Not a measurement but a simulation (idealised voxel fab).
The process module presented herein is designated voxel wiring stack.
Section cut is 260 nm wide and gridded with 5 nm square cells.
This document writes a cross-section as a grid whose cells are square, and gives it as bands, listed from the top down; one or more rows of cells form a band.
Band: top height; bottom height; in nm. Then, left to right: material with width in nm, for each material. "everywhere": a single material spanning edge to edge. "empty": empty space.
Heads up on the height convention: 0 is the point under which the incoming wafer is all one material, and the lowest band has no bottom, it just keeps going down, like "0 down".
With a width like "30 to 40", each row of cells in the band differs from the next by the same amount, the top row carrying the first number and the bottom row the second.
Reading "remains unaltered" for a step: not a cell of the cross-section changed in it.
Look at "Internal closed voids" for the closed voids: empty spaces with no open path to the top, sized 8 cells or up. Each is width x height at distance, distance from the left edge, all nm.
Read whatever lies past the settings on a step's line as the simulator's own remark about the step.
The line of a step may include "overlay nm". On a step with a mask, this value is how far to the right of its planned place the mask lay. A negative value means the mask lay to the left.
**Process steps (planned)**
| 1 | RECEIVE | material Si |
| 2 | CONFORMAL_DEP | material SiO2 | thk nm 10 |
| 3 | DIRECTIONAL_DEP | material TiN | thk nm 5 |
| 4 | DIRECTIONAL_DEP | material Ru | thk nm 25 |
| 5 | DIRECTIONAL_DEP | material aC | thk nm 10 |
| 6 | PATTERN | tone cover | mask id METAL_1 | material resist | width nm 20 | pitch nm 50 | thk nm 25 | overlay nm 0 |
| 7 | DIRECTIONAL_ETCH | etch materials aC | depth nm 10 |
| 8 | STRIP | etch materials resist |
| 9 | DIRECTIONAL_ETCH | etch materials Ru | depth nm 25 |
| 10 | DIRECTIONAL_ETCH | etch materials TiN | depth nm 5 |
| 11 | STRIP | etch materials aC |
| 12 | CONFORMAL_DEP | material SiN | thk nm 5 |
| 13 | FILL_DEP | material lowk | thk nm 10 |
| 14 | CMP | height nm 40 |
| 15 | CONFORMAL_DEP | material SiCN | thk nm 5 |
| 16 | DIRECTIONAL_DEP | material lowk | thk nm 25 |
| 17 | MASKED_ETCH | tone open | mask id METAL_2_HOLES | width nm 15 | pitch nm 50 | etch materials lowk | depth nm 25 | overlay nm 0 |
| 18 | PATTERN | tone open | mask id METAL_2 | material resist | width nm 20 | pitch nm 50 | thk nm 20 | overlay nm 0 |
| 19 | DIRECTIONAL_ETCH | etch materials lowk | depth nm 15 |
| 20 | DIRECTIONAL_ETCH | etch materials SiCN | depth nm 5 |
| 21 | STRIP | etch materials resist |
| 22 | CONFORMAL_DEP | material TiN | thk nm 5 |
| 23 | FILL_DEP | material Ru | thk nm 5 |
| 24 | CMP | height nm 70 |
| 25 | CONFORMAL_DEP | material SiCN | thk nm 5 |
| 26 | DIRECTIONAL_DEP | material lowk | thk nm 35 |
| 27 | PATTERN | tone open | mask id METAL_3 | material resist | width nm 20 | pitch nm 50 | thk nm 20 | overlay nm 0 |
| 28 | DIRECTIONAL_ETCH | etch materials lowk | depth nm 20 |
| 29 | STRIP | etch materials resist |
| 30 | MASKED_ETCH | tone open | mask id METAL_3_HOLES | width nm 15 | pitch nm 50 | etch materials lowk | depth nm 15 | overlay nm 0 |
| 31 | MASKED_ETCH | tone open | mask id METAL_3_HOLES | width nm 15 | pitch nm 50 | etch materials SiCN | depth nm 5 | overlay nm 0 |
| 32 | CONFORMAL_DEP | material TiN | thk nm 5 |
| 33 | FILL_DEP | material Cu | thk nm 5 |
| 34 | CMP | height nm 110 |
| 35 | CONFORMAL_DEP | material SiCN | thk nm 5 |
**as received, after step 1**
  0 down | Si everywhere
  Internal closed voids: none
**Final cross-section, module run with one mistake (start and plan as above)**
  115 to 110 | SiCN everywhere
  110 to 95 | lowk=45; TiN=5; Cu=10; TiN=5; lowk=30; TiN=5; Cu=10; TiN=5; lowk=30; TiN=5; Cu=10; TiN=5; lowk=30; TiN=5; Cu=10; TiN=5; lowk=45
  95 to 90 | lowk=45; TiN=5; Cu=5; TiN=10; lowk=30; TiN=5; Cu=5; TiN=10; lowk=30; TiN=5; Cu=5; TiN=10; lowk=30; TiN=5; Cu=5; TiN=10; lowk=45
  90 to 75 | lowk=45; TiN=5; Cu=5; TiN=5; lowk=35; TiN=5; Cu=5; TiN=5; lowk=35; TiN=5; Cu=5; TiN=5; lowk=35; TiN=5; Cu=5; TiN=5; lowk=50
  75 to 70 | SiCN=45; TiN=15; SiCN=35; TiN=15; SiCN=35; TiN=15; SiCN=35; TiN=15; SiCN=50
  70 to 60 | lowk=45; TiN=5; Ru=10; TiN=5; lowk=30; TiN=5; Ru=10; TiN=5; lowk=30; TiN=5; Ru=10; TiN=5; lowk=30; TiN=5; Ru=10; TiN=5; lowk=45
  60 to 55 | lowk=45; TiN=5; Ru=5; TiN=10; lowk=30; TiN=5; Ru=5; TiN=10; lowk=30; TiN=5; Ru=5; TiN=10; lowk=30; TiN=5; Ru=5; TiN=10; lowk=45
  55 to 45 | lowk=45; TiN=5; Ru=5; TiN=5; lowk=35; TiN=5; Ru=5; TiN=5; lowk=35; TiN=5; Ru=5; TiN=5; lowk=35; TiN=5; Ru=5; TiN=5; lowk=50
  45 to 40 | SiCN=45; TiN=15; SiCN=35; TiN=15; SiCN=35; TiN=15; SiCN=35; TiN=15; SiCN=50
  40 to 20 | lowk=40; SiN=5; Ru=20; SiN=5; lowk=20; SiN=5; Ru=20; SiN=5; lowk=20; SiN=5; Ru=20; SiN=5; lowk=20; SiN=5; Ru=20; SiN=5; lowk=40
  20 to 15 | SiN=45; Ru=20; SiN=30; Ru=20; SiN=30; Ru=20; SiN=30; Ru=20; SiN=45
  15 to 5 | SiO2 everywhere
  5 to 0 | TiN everywhere
  0 down | Si everywhere
  Internal closed voids: none
Error vs. plan: transposition of steps 2 and 3 relative to the planned sequence
